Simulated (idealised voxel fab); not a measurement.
You're looking at the process module voxel tone inversion.
For reference, the cross-section in this document is cut, with width 250 nm and square cells of 5 nm.
Throughout this document, each cross-section is represented as a grid of square cells and is presented as a sequence of bands enumerated from the top downward, where a band comprises one or more rows of cells. The entry gives the band's vertical extent as a top height and a bottom height in nm, then its horizontal make-up as materials from left to right, each with a width in nm. "air" stands for empty space; a single material marked "throughout" fills the band edge to edge. Beneath 0, the wafer as received is one material, and that level is where height counting begins. The lowest band goes on downward without a bottom; it is written like "top 0, no bottom". The width entry "30 to 40" should be interpreted row by row: the top row of cells in the band takes the first number, the bottom row takes the second number, and the change between adjacent rows is uniform throughout. When a step is marked "no change occurred", none of the cells in the cross-section changed during that step. "Fully enclosed voids" contains a list of empty spaces, each no smaller than 8 cells and without an open way to the top, written in the form width x height at distance with the distance from the left edge and all three in nm. Where a step's line continues beyond its settings, the continuation is a remark by the simulator itself on that step. overlay nm: mask offset rightward from planned place, masked step; negative means leftward offset.
-- Set out below are the planned steps of the process
step 1: RECEIVE,material Si
step 2: CONFORMAL_DEP,material SiCN,thk nm 5
step 3: DIRECTIONAL_DEP,material aC,thk nm 20
step 4: PATTERN,tone cover,mask id POSTS,material resist,width nm 15,pitch nm 35,thk nm 30,overlay nm 0
step 5: DIRECTIONAL_ETCH,etch materials aC,depth nm 20
step 6: STRIP,etch materials resist
step 7: FILL_DEP,material lowk,thk nm 10
step 8: CMP,height nm 25
step 9: STRIP,etch materials aC
step 10: CONFORMAL_DEP,material TiN,thk nm 5
step 11: FILL_DEP,material W,thk nm 5
step 12: CMP,height nm 25
step 13: CONFORMAL_DEP,material SiN,thk nm 5
-- Cross-sectional view of the wafer in its as-received condition, corresponding to the state after step 1
- top 0, no bottom = Si throughout
- Fully enclosed voids: none
-- Sectioned view, first of two wafers, at the close of the module, processed as intended in the plan
- top 30, bottom 25 = SiN throughout
- top 25, bottom 10 = lowk=65  TiN=5  W=5  TiN=5  lowk=20  TiN=5  W=5  TiN=5  lowk=20  TiN=5  W=5  TiN=5  lowk=20  TiN=5  W=5  TiN=5  lowk=65
- top 10, bottom 5 = lowk=65  TiN=15  lowk=20  TiN=15  lowk=20  TiN=15  lowk=20  TiN=15  lowk=65
- top 5, bottom 0 = SiCN throughout
- top 0, no bottom = Si throughout
- Fully enclosed voids: none
-- End-of-module cross-section of the second wafer: identical starting point and process plan to the first, with one processing mistake
- top 30, bottom 25 = SiN throughout
- top 25, bottom 10 = lowk=70  TiN=5  W=5  TiN=5  lowk=20  TiN=5  W=5  TiN=5  lowk=20  TiN=5  W=5  TiN=5  lowk=20  TiN=5  W=5  TiN=5  lowk=60
- top 10, bottom 5 = lowk=70  TiN=15  lowk=20  TiN=15  lowk=20  TiN=15  lowk=20  TiN=15  lowk=60
- top 5, bottom 0 = SiCN throughout
- top 0, no bottom = Si throughout
- Fully enclosed voids: none
It is concluded that the wafer was processed incorrectly with respect to the plan, in that rather than as planned, step 4 actually ran as PATTERN,tone cover,mask id POSTS,material resist,width nm 15,pitch nm 35,thk nm 30,overlay nm 5
Comparing end states, the material composition by cell count is preserved from the first wafer to the second, while the locations of the cells are not.
